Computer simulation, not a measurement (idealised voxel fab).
Process module, titled voxel capacitor over wiring
Square cell edge 5 nm, section width 165 nm, ID cut.
For the purposes of this document, a cross-section shall be understood as a grid of square cells, specified as bands listed in top-to-bottom order, each band consisting of one or more rows of cells. Band entry format. Leading values: height of top, height of bottom, nm. Remainder: materials in left-to-right order, each with its width in nm. Special words: "edge to edge" on a single material, which then fills the band edge to edge; "air", empty space. Ref level 0: as-received wafer is one material below here. Bottom band extends down with no lower bound ("0 down"). Width: "30..40" (first number = top row, second number = bottom row, same change from row to row of cells). Given "stayed the same" for a step, no cell of the cross-section differs between before and after that step. Look at "Closed void roster" for the closed voids: empty spaces with no open path to the top, sized 8 cells or up. Each is width x height at distance, distance from the left edge, all nm. Heads up: the bit after the settings on a step's line is the simulator's remark on that step. The setting "overlay nm" may be written on the line of a step. When the step uses a mask, the value reports how far to the right of the planned place the mask lay, and a negative value reports that it lay to the left.
### plan
1 RECEIVE: material Si
2 CONFORMAL_DEP: material SiO2, thk nm 10
3 CONFORMAL_DEP: material SiN, thk nm 5
4 DIRECTIONAL_DEP: material lowk, thk nm 20
5 DIRECTIONAL_DEP: material aC, thk nm 15
6 PATTERN: tone open, mask id METAL_1, material resist, width nm 20, pitch nm 90, thk nm 35, overlay nm 0
7 DIRECTIONAL_ETCH: etch materials aC, depth nm 15
8 STRIP: etch materials resist
9 DIRECTIONAL_ETCH: etch materials lowk, depth nm 20
10 DIRECTIONAL_ETCH: etch materials SiN, depth nm 5
11 STRIP: etch materials aC
12 CONFORMAL_DEP: material TiN, thk nm 5
13 FILL_DEP: material Cu, thk nm 5
14 CMP: height nm 35
15 CONFORMAL_DEP: material SiCN, thk nm 5
16 DIRECTIONAL_DEP: material lowk, thk nm 20
17 PATTERN: tone open, mask id PLUG_1, material resist, width nm 15, thk nm 15, overlay nm 0
18 DIRECTIONAL_ETCH: etch materials lowk, depth nm 20
19 DIRECTIONAL_ETCH: etch materials SiCN, depth nm 5
20 STRIP: etch materials resist
21 EPI: material Ru, thk nm 10
22 EPI: material Ru, thk nm 10
23 EPI: material Ru, thk nm 5
24 DIRECTIONAL_DEP: material TiN, thk nm 5
25 DIRECTIONAL_DEP: material HfO2, thk nm 5
26 DIRECTIONAL_DEP: material TiN, thk nm 5
27 MASKED_ETCH: tone cover, mask id UPPER_PLATE, width nm 75, etch materials TiN, depth nm 5, overlay nm 0
28 MASKED_ETCH: tone cover, mask id UPPER_PLATE, width nm 75, etch materials HfO2, depth nm 5, overlay nm 0
29 PATTERN: tone cover, mask id LOWER_PLATE, material resist, width nm 85, thk nm 20, overlay nm 0
30 DIRECTIONAL_ETCH: etch materials TiN, depth nm 5
31 STRIP: etch materials resist
32 FILL_DEP: material SiO2, thk nm 15
33 CMP: height nm 85
34 DIRECTIONAL_DEP: material aC, thk nm 10
35 PATTERN: tone open, mask id PLUG_2, material resist, width nm 15, thk nm 30, overlay nm 0
36 DIRECTIONAL_ETCH: etch materials aC, depth nm 10
37 STRIP: etch materials resist
38 DIRECTIONAL_ETCH: etch materials SiO2, depth nm 10
39 STRIP: etch materials aC
40 CONFORMAL_DEP: material TiN, thk nm 5
41 FILL_DEP: material Cu, thk nm 10
42 CMP: height nm 85
43 CONFORMAL_DEP: material SiCN, thk nm 5
### So this is the incoming wafer in cross-section - it's already been through step 1
* 0 down | Si edge to edge
* Closed void roster: none
### Post-module cross-section of the first of two wafers (run per plan)
* 90 to 85 | SiCN edge to edge
* 85 to 80 | 40 nm SiO2  5 nm TiN  5 nm Cu  5 nm TiN  110 nm SiO2
* 80 to 70 | 40..30 nm SiO2  15..75 nm TiN  110..60 nm SiO2
* 70 to 65 | 30 nm SiO2  75 nm HfO2  60 nm SiO2
* 65 to 60 | 25 nm SiO2  85 nm TiN  55 nm SiO2
* 60 to 40 | 30 nm lowk  15 nm Ru  120 nm lowk
* 40 to 35 | 30 nm SiCN  15 nm Ru  120 nm SiCN
* 35 to 15 | 25 nm lowk  5 nm TiN  10 nm Cu  5 nm TiN  70 nm lowk  5 nm TiN  10 nm Cu  5 nm TiN  30 nm lowk
* 15 to 10 | 25 nm SiN  20 nm TiN  70 nm SiN  20 nm TiN  30 nm SiN
* 10 to 0 | SiO2 edge to edge
* 0 down | Si edge to edge
* Closed void roster: none
### What the second wafer looks like in cross-section once the module is done. Its start and its plan matched the first wafer's exactly; what differed was one mistake in how it was run
* 90 to 85 | SiCN edge to edge
* 85 to 80 | 40 nm SiO2  5 nm TiN  5 nm Cu  5 nm TiN  110 nm SiO2
* 80 to 70 | 40..30 nm SiO2  15..75 nm TiN  110..60 nm SiO2
* 70 to 65 | 30 nm SiO2  75 nm HfO2  60 nm SiO2
* 65 to 60 | 25 nm SiO2  85 nm TiN  55 nm SiO2
* 60 to 40 | 35 nm lowk  15 nm Ru  115 nm lowk
* 40 to 35 | 35 nm SiCN  15 nm Ru  115 nm SiCN
* 35 to 15 | 25 nm lowk  5 nm TiN  10 nm Cu  5 nm TiN  70 nm lowk  5 nm TiN  10 nm Cu  5 nm TiN  30 nm lowk
* 15 to 10 | 25 nm SiN  20 nm TiN  70 nm SiN  20 nm TiN  30 nm SiN
* 10 to 0 | SiO2 edge to edge
* 0 down | Si edge to edge
* Closed void roster: none
Run error: the process deviated at step 17: the operation and settings actually run there were PATTERN: tone open, mask id PLUG_1, material resist, width nm 15, thk nm 15, overlay nm 5
Same inventory, different map: at the end, the second wafer holds as many cells of each material as the first, placed elsewhere.
